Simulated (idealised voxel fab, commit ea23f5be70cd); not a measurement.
A process module follows: voxel transistor to metal.
160 nm wide, 5 nm square cells: that's cross-section cut.
Cross-section = grid of square cells, listed top down in bands; band = one or more rows. Band: top and bottom heights (nm) first, top before bottom; then materials from left to right, widths in nm. "everywhere" marks a sole material filling the band edge to edge. "air" denotes empty space. Heights are reckoned from 0. Under this level, the received wafer is all of one material. The bottommost band is open-ended downward, for example "0 -> down". A width given as "30..40" starts at the first number in the band's top row and ends at the second number in its bottom row, shifting by an equal amount at every step from row to row. "nothing changed" after a step means that no cell of the cross-section changed. "Internal closed voids" enumerates empty spaces isolated from the top, with no open way to it, that contain at least 8 cells, giving each as width x height at distance from the left edge, all three in nm. On each step's line, the part that comes after the settings is the simulator's own comment on the step. overlay nm: on a step with a mask, how far right of its planned place the mask lay; negative means left.
# Planned process steps
1. RECEIVE | material Si
2. OXIDIZE | depth nm 5
3. CONFORMAL_DEP | material SiN | thk nm 10
4. MASKED_ETCH | tone cover | mask id ACTIVE | width nm 110 | etch materials SiN | depth nm 10 | overlay nm 0
5. MASKED_ETCH | tone cover | mask id ACTIVE | width nm 110 | etch materials SiO2 | depth nm 5 | overlay nm 0
6. MASKED_ETCH | tone cover | mask id ACTIVE | width nm 110 | etch materials Si | depth nm 25 | overlay nm 0
7. FILL_DEP | material SiO2 | thk nm 5
8. CMP | height nm 10
9. SELECTIVE_ETCH | etch materials SiO2 | depth nm 5
10. STRIP | etch materials SiN
11. SELECTIVE_ETCH | etch materials SiO2 | depth nm 5
12. OXIDIZE | depth nm 5
13. DIRECTIONAL_DEP | material polySi | thk nm 20
14. DIRECTIONAL_DEP | material SiCN | thk nm 15
15. PATTERN | tone cover | mask id GATE | material resist | width nm 30 | thk nm 15 | overlay nm 0
16. DIRECTIONAL_ETCH | etch materials SiCN | depth nm 25
17. DIRECTIONAL_ETCH | etch materials polySi | depth nm 30
18. STRIP | etch materials resist
19. CONFORMAL_DEP | material SiO2 | thk nm 5
20. DIRECTIONAL_ETCH | etch materials SiO2 | depth nm 5
21. CONFORMAL_DEP | material SiN | thk nm 10
22. DIRECTIONAL_ETCH | etch materials SiN | depth nm 10
23. DIRECTIONAL_ETCH | etch materials SiO2 | depth nm 5
24. EPI | material nSi | thk nm 5
25. FILL_DEP | material SiO2 | thk nm 5
26. CMP | height nm 15
27. STRIP | etch materials polySi
28. SELECTIVE_ETCH | etch materials SiO2 | depth nm 5
29. CONFORMAL_DEP | material HfO2 | thk nm 5
30. CONFORMAL_DEP | material TiN | thk nm 5
31. FILL_DEP | material W | thk nm 5
32. CMP | height nm 10
33. DIRECTIONAL_DEP | material SiO2 | thk nm 10
34. MASKED_ETCH | tone open | mask id CONTACT | width nm 20 | pitch nm 80 | etch materials SiO2 | depth nm 25 | overlay nm 0
35. CONFORMAL_DEP | material TiN | thk nm 5
36. FILL_DEP | material W | thk nm 10
37. CMP | height nm 20
38. DIRECTIONAL_DEP | material TiN | thk nm 5
39. DIRECTIONAL_DEP | material W | thk nm 25
40. MASKED_ETCH | tone cover | mask id METAL_1 | width nm 20 | pitch nm 80 | etch materials W | depth nm 25 | overlay nm 0
41. MASKED_ETCH | tone cover | mask id METAL_1 | width nm 20 | pitch nm 80 | etch materials TiN | depth nm 5 | overlay nm 0
42. CONFORMAL_DEP | material SiCN | thk nm 5
43. FILL_DEP | material lowk | thk nm 10
44. CMP | height nm 50
45. CONFORMAL_DEP | material SiCN | thk nm 5
The depth nm used in step 2 is not the same on every wafer, whereas the starting condition is; the value printed in the plan is the first wafer's.
# Cross-section: the first of several wafers in its as-received state, i.e. following step 1
    0 -> down | Si everywhere
    Internal closed voids: none
# each wafer at the end: cells of each material gained (+) or lost (-) since it was received, then its closed voids
depth nm 5, +14 HfO2, -104 Si, +76 SiCN, +16 SiN, +140 SiO2, +42 TiN, +62 W, +100 lowk, +6 nSi, Internal closed voids: none
depth nm 10, +14 HfO2, -64 Si, +76 SiCN, +16 SiN, +100 SiO2, +42 TiN, +62 W, +100 lowk, +6 nSi, Internal closed voids: none
depth nm 15, +14 HfO2, -96 Si, +76 SiCN, +16 SiN, +138 SiO2, +42 TiN, +62 W, +100 lowk, Internal closed voids: none
depth nm 20, +14 HfO2, -128 Si, +76 SiCN, +16 SiN, +170 SiO2, +42 TiN, +62 W, +100 lowk, Internal closed voids: none
